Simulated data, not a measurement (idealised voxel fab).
Herein follows the process module entitled voxel lift off.
cross-section cut | 245 nm wide | cells 5 nm
The cross-sections in this document take the form of a grid made of square cells. They are written out as bands, in order from top to bottom. Each band consists of one or more rows of cells.
Heights first: top, then bottom, in nm. Then materials, left to right, each with a width in nm. "edge to edge" on a single material: fills the band edge to edge. "empty": empty space.
Height is counted from the level 0, under which the received wafer is composed throughout of one material. The lowest of the bands is not closed at the bottom but continues downward, in the notation "0 -> down".
It should be noted that a width expressed as "30->40" varies in equal increments from row to row of cells within the band, taking the value of the first number at the top row and that of the second number at the bottom row.
It should be understood that the words "changes: none", when stated for a given step, signify that the cross-section underwent no change in any of its cells during that step.
Entry "Voids, fully enclosed". Content: empty spaces with no open connection to the top, size 8 cells or greater. Each: width x height at distance. Distance: from left edge. Unit: nm.
If you see something after the settings on a step's line, that's the simulator's own remark about that step.
The optional step-line setting "overlay nm" applies to steps with a mask and quantifies how far to the right of its planned location the mask lay, a negative value indicating leftward placement.

So here's the lineup of process steps we planned:
1 op RECEIVE | material Si
2 op CONFORMAL_DEP | material Al2O3 | thk nm 5
3 op PATTERN | tone open | mask id LINES | material resist | width nm 25 | pitch nm 45 | thk nm 20 | overlay nm 0
4 op DIRECTIONAL_DEP | material Ru | thk nm 5
5 op STRIP | etch materials resist
6 op CONFORMAL_DEP | material SiO2 | thk nm 10

What follows covers the first of two wafers; it ran as planned:

Cross-sectional view of the wafer in its as-received condition, corresponding to the state after step 1:
    0 -> down  Si edge to edge
    Voids, fully enclosed: none

You're looking at a cross-section of the wafer after step 2:
    5 -> 0  Al2O3 edge to edge
    Under 0: no change, same as before.

You're looking at a cross-section of the wafer after step 3:
    25 -> 5  resist (40), empty (25), resist (20), empty (25), resist (20), empty (25), resist (20), empty (25), resist (45)
    Under 5: no change, same as before.

You're looking at a cross-section of the wafer after step 4:
    30 -> 25  Ru (40), empty (25), Ru (20), empty (25), Ru (20), empty (25), Ru (20), empty (25), Ru (45)
    25 -> 10  resist (40), empty (25), resist (20), empty (25), resist (20), empty (25), resist (20), empty (25), resist (45)
    10 -> 5  resist (40), Ru (25), resist (20), Ru (25), resist (20), Ru (25), resist (20), Ru (25), resist (45)
    Under 5: no change, same as before.

You're looking at a cross-section of the wafer after step 5:
    10 -> 5  empty (40), Ru (25), empty (20), Ru (25), empty (20), Ru (25), empty (20), Ru (25), empty (45)
    Under 5: no change, same as before.

You're looking at a cross-section of the wafer after step 6:
    20 -> 15  empty (30), SiO2 (180), empty (35)
    15 -> 10  SiO2 edge to edge
    10 -> 5  SiO2 (40), Ru (25), SiO2 (20), Ru (25), SiO2 (20), Ru (25), SiO2 (20), Ru (25), SiO2 (45)
    Under 5: no change, same as before.

Wafer two of two - same starting point, same process plan, one mistake in execution; matches wafer one up to and including step 2:

Cross-sectional view of the second wafer at the intended end time of process step 3:
    25 -> 5  resist (45), empty (15), resist (30), empty (15), resist (30), empty (15), resist (30), empty (15), resist (50)
    Under 5: no change, same as before.

Cross-sectional view of the second wafer at the intended end time of process step 4:
    30 -> 25  Ru (45), empty (15), Ru (30), empty (15), Ru (30), empty (15), Ru (30), empty (15), Ru (50)
    25 -> 10  resist (45), empty (15), resist (30), empty (15), resist (30), empty (15), resist (30), empty (15), resist (50)
    10 -> 5  resist (45), Ru (15), resist (30), Ru (15), resist (30), Ru (15), resist (30), Ru (15), resist (50)
    Under 5: no change, same as before.

Cross-sectional view of the second wafer at the intended end time of process step 5:
    10 -> 5  empty (45), Ru (15), empty (30), Ru (15), empty (30), Ru (15), empty (30), Ru (15), empty (50)
    Under 5: no change, same as before.

Cross-sectional view of the second wafer at the intended end time of process step 6:
    20 -> 15  empty (35), SiO2 (35), empty (10), SiO2 (35), empty (10), SiO2 (35), empty (10), SiO2 (35), empty (40)
    15 -> 10  SiO2 edge to edge
    10 -> 5  SiO2 (45), Ru (15), SiO2 (30), Ru (15), SiO2 (30), Ru (15), SiO2 (30), Ru (15), SiO2 (50)
    Under 5: no change, same as before.
In executing the process, a mistake was made relative to the plan: step 3 deviated from plan and actually ran as op PATTERN | tone open | mask id LINES | material resist | width nm 15 | pitch nm 45 | thk nm 20 | overlay nm 0
at the end the second wafer has, in cells: Ru -8
